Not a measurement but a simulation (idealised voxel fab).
Process module name: voxel capacitor over wiring
The figure presents cross-section cut, which has a width of 200 nm and is divided into square cells with an edge length of 5 nm.
A cross-section is a grid of square cells, given in bands from the top down. A band is one or more rows of cells.
In this notation a band is specified by the heights of its top and bottom, in that order and in nm, after which its materials appear from left to right, each paired with its width in nm. The word "all across" attached to a single material means that material fills the band from edge to edge; the word "blank" stands for empty space.
The level at which height equals 0 is the one under which the wafer, as it arrives, is entirely one material. No lower edge exists for the bottom band, which continues downward and is notated as in "z 0 and below".
The notation "30->40" denotes a width that varies across the rows of cells in the band, beginning at the first number in the top row, finishing at the second number in the bottom row, and changing by an identical amount from each row to the next.
"no change" means the step left every cell of the cross-section as it was.
Look at "Enclosed void listing" for the closed voids: empty spaces with no open path to the top, sized 8 cells or up. Each is width x height at distance, distance from the left edge, all nm.
after a step's settings: what the simulator itself notes on the step
The "overlay nm" setting may appear on a step's line; for a step that uses a mask, it gives how far to the right of its planned position the mask lay, and a negative value indicates the left.

Planned step list for the process
1) RECEIVE with material Si
2) CONFORMAL_DEP with material SiO2, thk nm 15
3) DIRECTIONAL_DEP with material TiN, thk nm 5
4) DIRECTIONAL_DEP with material W, thk nm 25
5) MASKED_ETCH with tone cover, mask id METAL_1, width nm 20, pitch nm 90, etch materials W, depth nm 25, overlay nm 0
6) MASKED_ETCH with tone cover, mask id METAL_1, width nm 20, pitch nm 90, etch materials TiN, depth nm 5, overlay nm 0
7) FILL_DEP with material SiO2, thk nm 10
8) CMP with height nm 45
9) CONFORMAL_DEP with material SiCN, thk nm 5
10) DIRECTIONAL_DEP with material SiO2, thk nm 20
11) DIRECTIONAL_DEP with material aC, thk nm 10
12) PATTERN with tone open, mask id PLUG_1, material resist, width nm 15, thk nm 25, overlay nm 0
13) DIRECTIONAL_ETCH with etch materials aC, depth nm 10
14) STRIP with etch materials resist
15) DIRECTIONAL_ETCH with etch materials SiO2, depth nm 20
16) DIRECTIONAL_ETCH with etch materials SiCN, depth nm 5
17) STRIP with etch materials aC
18) CONFORMAL_DEP with material TiN, thk nm 5
19) FILL_DEP with material W, thk nm 5
20) CMP with height nm 70
21) DIRECTIONAL_DEP with material TiN, thk nm 10
22) DIRECTIONAL_DEP with material HfO2, thk nm 5
23) DIRECTIONAL_DEP with material TiN, thk nm 5
24) DIRECTIONAL_DEP with material aC, thk nm 15
25) PATTERN with tone cover, mask id UPPER_PLATE, material resist, width nm 75, thk nm 30, overlay nm 0
26) DIRECTIONAL_ETCH with etch materials aC, depth nm 15
27) STRIP with etch materials resist
28) DIRECTIONAL_ETCH with etch materials TiN, depth nm 5
29) DIRECTIONAL_ETCH with etch materials HfO2, depth nm 5
30) STRIP with etch materials aC
31) PATTERN with tone cover, mask id LOWER_PLATE, material resist, width nm 85, thk nm 20, overlay nm 0
32) DIRECTIONAL_ETCH with etch materials TiN, depth nm 10
33) STRIP with etch materials resist
34) FILL_DEP with material SiO2, thk nm 20
35) CMP with height nm 105
36) DIRECTIONAL_DEP with material aC, thk nm 15
37) PATTERN with tone open, mask id PLUG_2, material resist, width nm 15, thk nm 35, overlay nm 0
38) DIRECTIONAL_ETCH with etch materials aC, depth nm 15
39) STRIP with etch materials resist
40) DIRECTIONAL_ETCH with etch materials SiO2, depth nm 15
41) STRIP with etch materials aC
42) CONFORMAL_DEP with material TiN, thk nm 5
43) FILL_DEP with material Cu, thk nm 5
44) CMP with height nm 105
45) CONFORMAL_DEP with material SiN, thk nm 5

Incoming wafer, cross-sectional view, post step 1
    z 0 and below = Si all across
    Enclosed void listing: none

Cross-sectional view of the first of the two wafers upon completion of the module, processed in accordance with the plan
    z 110 to 105 = SiN all across
    z 105 to 95 = 60 of SiO2 / 5 of TiN / 5 of Cu / 5 of TiN / 125 of SiO2
    z 95 to 85 = 60->50 of SiO2 / 15->75 of TiN / 125->75 of SiO2
    z 85 to 80 = 50 of SiO2 / 75 of HfO2 / 75 of SiO2
    z 80 to 70 = 45 of SiO2 / 85 of TiN / 70 of SiO2
    z 70 to 50 = 50 of SiO2 / 5 of TiN / 5 of W / 5 of TiN / 135 of SiO2
    z 50 to 45 = 50 of SiCN / 15 of TiN / 135 of SiCN
    z 45 to 20 = 45 of SiO2 / 20 of W / 70 of SiO2 / 20 of W / 45 of SiO2
    z 20 to 15 = 45 of SiO2 / 20 of TiN / 70 of SiO2 / 20 of TiN / 45 of SiO2
    z 15 to 0 = SiO2 all across
    z 0 and below = Si all across
    Enclosed void listing: none

Wafer two, sectioned after the module: the first wafer's start, the first wafer's plan, and one mistake in how it was run
    z 110 to 105 = SiN all across
    z 105 to 95 = 60 of SiO2 / 5 of TiN / 5 of Cu / 5 of TiN / 125 of SiO2
    z 95 to 85 = 60->50 of SiO2 / 15->75 of TiN / 125->75 of SiO2
    z 85 to 80 = 50 of SiO2 / 75 of HfO2 / 75 of SiO2
    z 80 to 70 = 45 of SiO2 / 85 of TiN / 70 of SiO2
    z 70 to 50 = 50 of SiO2 / 5 of TiN / 5 of W / 5 of TiN / 135 of SiO2
    z 50 to 45 = 50 of SiCN / 15 of TiN / 135 of SiCN
    z 45 to 35 = 45 of SiO2 / 20 of W / 70 of SiO2 / 20 of W / 45 of SiO2
    z 35 to 30 = 45 of SiO2 / 20 of TiN / 70 of SiO2 / 20 of TiN / 45 of SiO2
    z 30 to 0 = SiO2 all across
    z 0 and below = Si all across
    Enclosed void listing: none
Nonconformance to the process plan: step 2 of the plan was executed twice over
Bottom line after processing is that, in cells, the second wafer is up or down on some materials versus the first: SiO2: 24 more | W: 24 fewer
